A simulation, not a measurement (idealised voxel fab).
process module | voxel fin reveal
cross-section cut | 155 nm wide | cells 5 nm
A cross-section is a grid of square cells, given in bands from the top down. A band is one or more rows of cells.
Each band's line starts with the height of the band's top and of its bottom, in nm. Then come its materials from left to right, each with its width in nm. One material with "throughout" fills the band from edge to edge. "air" is empty space.
Height 0 is the level under which the wafer as received is all one material. The lowest band goes on downwards, as in "0 down".
A width such as "30 to 40" changes by the same amount from each row of cells to the next, from the band's top row to its bottom row.
"no change" after a step means that no cell of the cross-section changed.
closed voids: empty space of 8 cells or more with no open way to the top, each as width x height at its distance from the left edge, in nm
after a step's settings: what the simulator itself notes on the step
overlay nm, on a step with a mask: how far to the right of its planned place the mask lay; to the left if negative
plan
1 op RECEIVE | material Si
2 op CONFORMAL_DEP | material SiN | thk nm 5
3 op DIRECTIONAL_DEP | material aC | thk nm 10
4 op PATTERN | tone cover | mask id FINS | material resist | width nm 15 | pitch nm 35 | thk nm 30 | overlay nm 0
5 op DIRECTIONAL_ETCH | etch materials aC | depth nm 10
6 op STRIP | etch materials resist
7 op DIRECTIONAL_ETCH | etch materials SiN | depth nm 5
8 op DIRECTIONAL_ETCH | etch materials Si | depth nm 30
9 op STRIP | etch materials aC
10 op FILL_DEP | material SiO2 | thk nm 10
11 op CMP | height nm 5
12 op SELECTIVE_ETCH | etch materials SiO2 | depth nm 15
13 op STRIP | etch materials SiN
as received, after step 1
  0 down: Si throughout
  closed voids: none
first wafer at the end, as planned
  0 to -10: air 15 | Si 15 | air 20 | Si 15 | air 20 | Si 15 | air 20 | Si 15 | air 20
  -10 to -30: SiO2 15 | Si 15 | SiO2 20 | Si 15 | SiO2 20 | Si 15 | SiO2 20 | Si 15 | SiO2 20
  -30 down: Si throughout
  closed voids: none
second wafer at the end: like start, like plan, one mistake
  0 to -10: air 15 | Si 15 | air 20 | Si 15 | air 20 | Si 15 | air 20 | Si 15 | air 20
  -10 to -15: air 15 | Si 15 | air 20 | Si 15 | air 20 | Si 15 | air 20 | Si 15 | air 15 | SiO2 5
  -15 to -30: SiO2 15 | Si 15 | SiO2 20 | Si 15 | SiO2 20 | Si 15 | SiO2 20 | Si 15 | SiO2 20
  -30 down: Si throughout
  closed voids: none
what went wrong: steps 12 and 13 were swapped
at the end the second wafer has, in cells: 18 fewer of SiO2
